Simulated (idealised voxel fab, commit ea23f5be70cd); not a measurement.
The process module that follows is named voxel self aligned vias.
145 nm wide, 5 nm square cells: that's cross-section cut.
For the purposes of this document, a cross-section shall be understood as a grid of square cells, specified as bands listed in top-to-bottom order, each band consisting of one or more rows of cells. Per band: top height and bottom height in nm, followed by the left-to-right materials and their widths in nm; "edge to edge" marks a single material spanning edge to edge, "air" marks empty space. Height reference: 0 = level under which incoming wafer is all one material. Lowest band: no bottom, runs on downward, e.g. "0..down". Quick explanation for "30 to 40": the width changes in equal steps down the rows of cells, from the first number in the band's top row to the second number in its bottom row. "identical to before" -> step changed no cross-section cell. Voids not open to the top, 8 cells minimum: see "Cavities, closed". Written width x height at distance; distance is from the left edge; nm. Past the settings on a step's line: simulator remark, on that step. overlay nm: how far to the right of its planned place the mask lay on this masked step (negative: to the left).

List of planned process steps
1) RECEIVE,material Si
2) CONFORMAL_DEP,material SiO2,thk nm 15
3) CONFORMAL_DEP,material SiCN,thk nm 5
4) DIRECTIONAL_DEP,material SiO2,thk nm 20
5) PATTERN,tone open,mask id LINES,material resist,width nm 20,pitch nm 50,thk nm 20,overlay nm 0
6) DIRECTIONAL_ETCH,etch materials SiO2,depth nm 20
7) STRIP,etch materials resist
8) CONFORMAL_DEP,material TiN,thk nm 5
9) FILL_DEP,material Ru,thk nm 10
10) CMP,height nm 40
11) SELECTIVE_ETCH,etch materials W Ru TiN,depth nm 5
12) FILL_DEP,material SiN,thk nm 5
13) CMP,height nm 40
14) DIRECTIONAL_DEP,material SiO2,thk nm 15
15) PATTERN,tone open,mask id VIAS,material resist,width nm 30,pitch nm 50,thk nm 20,overlay nm 0
16) DIRECTIONAL_ETCH,etch materials SiO2,depth nm 15
17) DIRECTIONAL_ETCH,etch materials SiN,depth nm 5
18) STRIP,etch materials resist
19) CONFORMAL_DEP,material TiN,thk nm 5
20) FILL_DEP,material W,thk nm 10
21) CMP,height nm 55
22) CONFORMAL_DEP,material SiCN,thk nm 5

Wafer as received: cross-section following step 1
	0..down = Si edge to edge
	Cavities, closed: none

Cross-section, first of two wafers, end of module, run as planned
	60..55 = SiCN edge to edge
	55..45 = 30 nm SiO2, then 5 nm TiN, then 20 nm W, then 5 nm TiN, then 20 nm SiO2, then 5 nm TiN, then 20 nm W, then 5 nm TiN, then 35 nm SiO2
	45..40 = 30 nm SiO2, then 10 nm TiN, then 10 nm W, then 10 nm TiN, then 20 nm SiO2, then 10 nm TiN, then 10 nm W, then 10 nm TiN, then 35 nm SiO2
	40..35 = 35 nm SiO2, then 20 nm TiN, then 30 nm SiO2, then 20 nm TiN, then 40 nm SiO2
	35..25 = 35 nm SiO2, then 5 nm TiN, then 10 nm Ru, then 5 nm TiN, then 30 nm SiO2, then 5 nm TiN, then 10 nm Ru, then 5 nm TiN, then 40 nm SiO2
	25..20 = 35 nm SiO2, then 20 nm TiN, then 30 nm SiO2, then 20 nm TiN, then 40 nm SiO2
	20..15 = SiCN edge to edge
	15..0 = SiO2 edge to edge
	0..down = Si edge to edge
	Cavities, closed: none

second wafer at the end: like start, like plan, one mistake
	60..55 = SiCN edge to edge
	55..45 = 30 nm SiO2, then 5 nm TiN, then 20 nm W, then 5 nm TiN, then 20 nm SiO2, then 5 nm TiN, then 20 nm W, then 5 nm TiN, then 35 nm SiO2
	45..40 = 30 nm SiO2, then 10 nm TiN, then 10 nm W, then 10 nm TiN, then 20 nm SiO2, then 10 nm TiN, then 10 nm W, then 10 nm TiN, then 35 nm SiO2
	40..35 = 35 nm SiO2, then 20 nm TiN, then 30 nm SiO2, then 20 nm TiN, then 40 nm SiO2
	35..30 = SiCN edge to edge
	30..0 = SiO2 edge to edge
	0..down = Si edge to edge
	Cavities, closed: none
Diagnosis: step 2 of the plan saw execution twice
Upon completion, the second wafer contains, in terms of cells, a greater or smaller amount of certain materials than the first wafer: Ru -8, SiO2 +24, TiN -16
